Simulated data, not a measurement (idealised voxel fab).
The name of this process module is voxel released beams.
Cross-section cut spans 275 nm and uses square cells 5 nm in size.
Cross-section spec: square-cell grid; bands listed top down; each band is one or more rows. This entry defines a band. It first specifies the height of the band's top and the height of its bottom in nm, and then specifies the band's materials from left to right, stating each material with its width in nm. The word "everywhere" identifies a single material that fills the band from edge to edge, while the word "air" identifies empty space. Note: height 0 marks the level under which the wafer is uniformly one material as received. Lowest band unbounded below, written "0 nm and below". A width given as "30..40" starts at the first number in the band's top row and ends at the second number in its bottom row, shifting by an equal amount at every step from row to row. No cell of the cross-section changed in a step that is given as "stayed the same". Entry "Fully enclosed voids". Content: empty spaces with no open connection to the top, size 8 cells or greater. Each: width x height at distance. Distance: from left edge. Unit: nm. Read whatever lies past the settings on a step's line as the simulator's own remark about the step. overlay nm: for a step with a mask, the amount by which the mask lay right of where it was planned; a negative amount means left of it.
Steps planned for the process
- 1: RECEIVE [material Si]
- 2: CONFORMAL_DEP [material Al2O3] [thk nm 5]
- 3: DIRECTIONAL_DEP [material SiO2] [thk nm 20]
- 4: MASKED_ETCH [tone open] [mask id ANCHOR] [width nm 25] [etch materials SiO2] [depth nm 20] [overlay nm -15]
- 5: CONFORMAL_DEP [material SiN] [thk nm 10]
- 6: DIRECTIONAL_DEP [material aC] [thk nm 10]
- 7: PATTERN [tone cover] [mask id BEAM] [material resist] [width nm 75] [thk nm 25] [overlay nm 0]
- 8: DIRECTIONAL_ETCH [etch materials aC] [depth nm 10]
- 9: STRIP [etch materials resist]
- 10: DIRECTIONAL_ETCH [etch materials SiN] [depth nm 10]
- 11: STRIP [etch materials aC]
- 12: STRIP [etch materials SiO2]
The overlay nm used in step 4 is not the same on every wafer, whereas the starting condition is; the value printed in the plan is the first wafer's.
Cross-section, first of several wafers, as delivered after step 1
* 0 nm and below = Si everywhere
* Fully enclosed voids: none
Take a look at the first of several wafers in cross-section: the module is done, and step 12 was its last step
* 35 nm to 25 nm = air (100), SiN (70), air (105)
* 25 nm to 15 nm = air (85), SiN (10), air (5), SiN (10), air (165)
* 15 nm to 5 nm = air (85), SiN (25), air (165)
* 5 nm to 0 nm = Al2O3 everywhere
* 0 nm and below = Si everywhere
* Fully enclosed voids: none
Cross-section at module completion, last wafer
* 35 nm to 25 nm = air (95), SiN (30), air (5), SiN (40), air (105)
* 25 nm to 15 nm = air (115), SiN (10), air (5), SiN (10), air (135)
* 15 nm to 5 nm = air (115), SiN (25), air (135)
* 5 nm to 0 nm = Al2O3 everywhere
* 0 nm and below = Si everywhere
* Fully enclosed voids: none
Note: the following table is arranged by wafer, a row apiece. Each row reports the end-of-module state: per material, cells gained (+) or cells lost (-) compared with the wafer as received; closed voids follow
overlay nm -15, +55 Al2O3, +46 SiN, Fully enclosed voids: none
overlay nm -10, +55 Al2O3, +46 SiN, Fully enclosed voids: none
overlay nm -5, +55 Al2O3, +46 SiN, Fully enclosed voids: none
overlay nm 0, +55 Al2O3, +46 SiN, Fully enclosed voids: none
overlay nm 5, +55 Al2O3, +46 SiN, Fully enclosed voids: none
overlay nm 10, +55 Al2O3, +46 SiN, Fully enclosed voids: none
overlay nm 15, +55 Al2O3, +46 SiN, Fully enclosed voids: none
